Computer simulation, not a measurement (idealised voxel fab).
This section sets out a process module, namely voxel self aligned vias.
FYI the section here is cut, 285 nm wide, cells are 5 nm squares.
Notation: cross-section as square-cell grid; stated in bands, top first, going down; one or more cell rows per band.
Heights first: top, then bottom, in nm. Then materials, left to right, each with a width in nm. "edge to edge" on a single material: fills the band edge to edge. "air": empty space.
Where do heights start? At 0: under that level the wafer as delivered is made of one material only. And the lowest band has no floor; it just carries on downward, as in "0..down".
Graded width ("30 to 40"): value in top row of band = first number; value in bottom row = second number; row-to-row change constant.
You'll sometimes find "all unchanged" written for a step, and that's the way of saying that nowhere in the cross-section did a cell change during that step.
Empty spaces without an open route to the top, at least 8 cells in extent, make up the entry "Trapped void list"; each is given as width x height at distance, where the distance is measured from the left edge, and all are in nm.
Formally, on a step line, whatever follows the settings is a remark that the simulator itself makes on the step.
overlay nm: for a step with a mask, the amount by which the mask lay right of where it was planned; a negative amount means left of it.

Planned step list for the process
1. RECEIVE,material Si
2. CONFORMAL_DEP,material SiO2,thk nm 15
3. CONFORMAL_DEP,material SiCN,thk nm 5
4. DIRECTIONAL_DEP,material lowk,thk nm 30
5. DIRECTIONAL_DEP,material aC,thk nm 10
6. PATTERN,tone open,mask id LINES,material resist,width nm 30,pitch nm 55,thk nm 25,overlay nm 0
7. DIRECTIONAL_ETCH,etch materials aC,depth nm 10
8. STRIP,etch materials resist
9. DIRECTIONAL_ETCH,etch materials lowk,depth nm 30
10. STRIP,etch materials aC
11. CONFORMAL_DEP,material TiN,thk nm 5
12. FILL_DEP,material W,thk nm 10
13. CMP,height nm 50
14. SELECTIVE_ETCH,etch materials W Ru TiN,depth nm 5
15. FILL_DEP,material SiN,thk nm 5
16. CMP,height nm 50
17. DIRECTIONAL_DEP,material lowk,thk nm 20
18. PATTERN,tone open,mask id VIAS,material resist,width nm 40,thk nm 20,overlay nm 0
19. DIRECTIONAL_ETCH,etch materials lowk,depth nm 20
20. DIRECTIONAL_ETCH,etch materials SiN,depth nm 5
21. STRIP,etch materials resist
22. CONFORMAL_DEP,material TiN,thk nm 5
23. FILL_DEP,material W,thk nm 10
24. CMP,height nm 70
25. CONFORMAL_DEP,material SiN,thk nm 5

First of two wafers, processed according to plan

Incoming wafer, cross-sectional view, post step 1
    0..down: Si edge to edge
    Trapped void list: none

Cross-section: wafer state after step 2
    15..0: SiO2 edge to edge
    For the remainder of the cross-section, below 0, there is no change.

Cross-section: wafer state after step 3
    20..15: SiCN edge to edge
    For the remainder of the cross-section, below 15, there is no change.

Cross-section: wafer state after step 4
    50..20: lowk edge to edge
    For the remainder of the cross-section, below 20, there is no change.

Cross-section: wafer state after step 5
    60..50: aC edge to edge
    For the remainder of the cross-section, below 50, there is no change.

Cross-section: wafer state after step 6
    85..60: resist (100), then air (30), then resist (25), then air (30), then resist (100)
    For the remainder of the cross-section, below 60, there is no change.

Cross-section: wafer state after step 7
    75..60: resist (100), then air (30), then resist (25), then air (30), then resist (100)
    60..50: aC (100), then air (30), then aC (25), then air (30), then aC (100)
    For the remainder of the cross-section, below 50, there is no change.

Cross-section: wafer state after step 8
    60..50: aC (100), then air (30), then aC (25), then air (30), then aC (100)
    For the remainder of the cross-section, below 50, there is no change.

Cross-section: wafer state after step 9
    60..50: aC (100), then air (30), then aC (25), then air (30), then aC (100)
    50..20: lowk (100), then air (30), then lowk (25), then air (30), then lowk (100)
    For the remainder of the cross-section, below 20, there is no change.

Cross-section: wafer state after step 10
    50..20: lowk (100), then air (30), then lowk (25), then air (30), then lowk (100)
    For the remainder of the cross-section, below 20, there is no change.

Cross-section: wafer state after step 11
    55..50: TiN (105), then air (20), then TiN (35), then air (20), then TiN (105)
    50..25: lowk (100), then TiN (5), then air (20), then TiN (5), then lowk (25), then TiN (5), then air (20), then TiN (5), then lowk (100)
    25..20: lowk (100), then TiN (30), then lowk (25), then TiN (30), then lowk (100)
    For the remainder of the cross-section, below 20, there is no change.

Cross-section: wafer state after step 12
    65..55: W edge to edge
    55..50: TiN (105), then W (20), then TiN (35), then W (20), then TiN (105)
    50..25: lowk (100), then TiN (5), then W (20), then TiN (5), then lowk (25), then TiN (5), then W (20), then TiN (5), then lowk (100)
    For the remainder of the cross-section, below 25, there is no change.

Cross-section: wafer state after step 13
    50..25: lowk (100), then TiN (5), then W (20), then TiN (5), then lowk (25), then TiN (5), then W (20), then TiN (5), then lowk (100)
    For the remainder of the cross-section, below 25, there is no change.

Cross-section: wafer state after step 14
    50..45: lowk (100), then air (30), then lowk (25), then air (30), then lowk (100)
    For the remainder of the cross-section, below 45, there is no change.

Cross-section: wafer state after step 15
    55..50: SiN edge to edge
    50..45: lowk (100), then SiN (30), then lowk (25), then SiN (30), then lowk (100)
    For the remainder of the cross-section, below 45, there is no change.

Cross-section: wafer state after step 16
    50..45: lowk (100), then SiN (30), then lowk (25), then SiN (30), then lowk (100)
    For the remainder of the cross-section, below 45, there is no change.

Cross-section: wafer state after step 17
    70..50: lowk edge to edge
    For the remainder of the cross-section, below 50, there is no change.

Cross-section: wafer state after step 18
    90..70: resist (95), then air (40), then resist (150)
    For the remainder of the cross-section, below 70, there is no change.

Cross-section: wafer state after step 19
    90..70: resist (95), then air (40), then resist (150)
    70..50: lowk (95), then air (40), then lowk (150)
    For the remainder of the cross-section, below 50, there is no change.

Cross-section: wafer state after step 20
    90..70: resist (95), then air (40), then resist (150)
    70..50: lowk (95), then air (40), then lowk (150)
    50..45: lowk (100), then air (30), then lowk (25), then SiN (30), then lowk (100)
    For the remainder of the cross-section, below 45, there is no change.

Cross-section: wafer state after step 21
    70..50: lowk (95), then air (40), then lowk (150)
    For the remainder of the cross-section, below 50, there is no change.

Cross-section: wafer state after step 22
    75..70: TiN (100), then air (30), then TiN (155)
    70..55: lowk (95), then TiN (5), then air (30), then TiN (5), then lowk (150)
    55..50: lowk (95), then TiN (10), then air (20), then TiN (10), then lowk (150)
    50..45: lowk (100), then TiN (30), then lowk (25), then SiN (30), then lowk (100)
    For the remainder of the cross-section, below 45, there is no change.

Cross-section: wafer state after step 23
    85..75: W edge to edge
    75..70: TiN (100), then W (30), then TiN (155)
    70..55: lowk (95), then TiN (5), then W (30), then TiN (5), then lowk (150)
    55..50: lowk (95), then TiN (10), then W (20), then TiN (10), then lowk (150)
    For the remainder of the cross-section, below 50, there is no change.

Cross-section: wafer state after step 24
    70..55: lowk (95), then TiN (5), then W (30), then TiN (5), then lowk (150)
    For the remainder of the cross-section, below 55, there is no change.

Cross-section: wafer state after step 25
    75..70: SiN edge to edge
    For the remainder of the cross-section, below 70, there is no change.

Regarding the second of the two wafers: it shared the first wafer's starting condition and process plan, yet one error occurred during its execution. Its history coincides with that of the first wafer up to and including step 17

The second wafer in cross-section, at the planned close of step 18
    90..70: resist (90), then air (50), then resist (145)
    For the remainder of the cross-section, below 70, there is no change.

The second wafer in cross-section, at the planned close of step 19
    90..70: resist (90), then air (50), then resist (145)
    70..50: lowk (90), then air (50), then lowk (145)
    For the remainder of the cross-section, below 50, there is no change.

The second wafer in cross-section, at the planned close of step 20
    90..70: resist (90), then air (50), then resist (145)
    70..50: lowk (90), then air (50), then lowk (145)
    50..45: lowk (100), then air (30), then lowk (25), then SiN (30), then lowk (100)
    For the remainder of the cross-section, below 45, there is no change.

The second wafer in cross-section, at the planned close of step 21
    70..50: lowk (90), then air (50), then lowk (145)
    For the remainder of the cross-section, below 50, there is no change.

The second wafer in cross-section, at the planned close of step 22
    75..70: TiN (95), then air (40), then TiN (150)
    70..55: lowk (90), then TiN (5), then air (40), then TiN (5), then lowk (145)
    55..50: lowk (90), then TiN (15), then air (20), then TiN (15), then lowk (145)
    50..45: lowk (100), then TiN (30), then lowk (25), then SiN (30), then lowk (100)
    For the remainder of the cross-section, below 45, there is no change.

The second wafer in cross-section, at the planned close of step 23
    85..75: W edge to edge
    75..70: TiN (95), then W (40), then TiN (150)
    70..55: lowk (90), then TiN (5), then W (40), then TiN (5), then lowk (145)
    55..50: lowk (90), then TiN (15), then W (20), then TiN (15), then lowk (145)
    For the remainder of the cross-section, below 50, there is no change.

The second wafer in cross-section, at the planned close of step 24
    70..55: lowk (90), then TiN (5), then W (40), then TiN (5), then lowk (145)
    For the remainder of the cross-section, below 55, there is no change.

The second wafer in cross-section, at the planned close of step 25
    75..70: SiN edge to edge
    For the remainder of the cross-section, below 70, there is no change.
Error vs. plan: step 18 did not happen as planned, as run it was PATTERN,tone open,mask id VIAS,material resist,width nm 50,thk nm 20,overlay nm 0
End check, counted in cells, second wafer has more or fewer of these materials than the first: TiN: 2 more; W: 6 more; lowk: 8 fewer
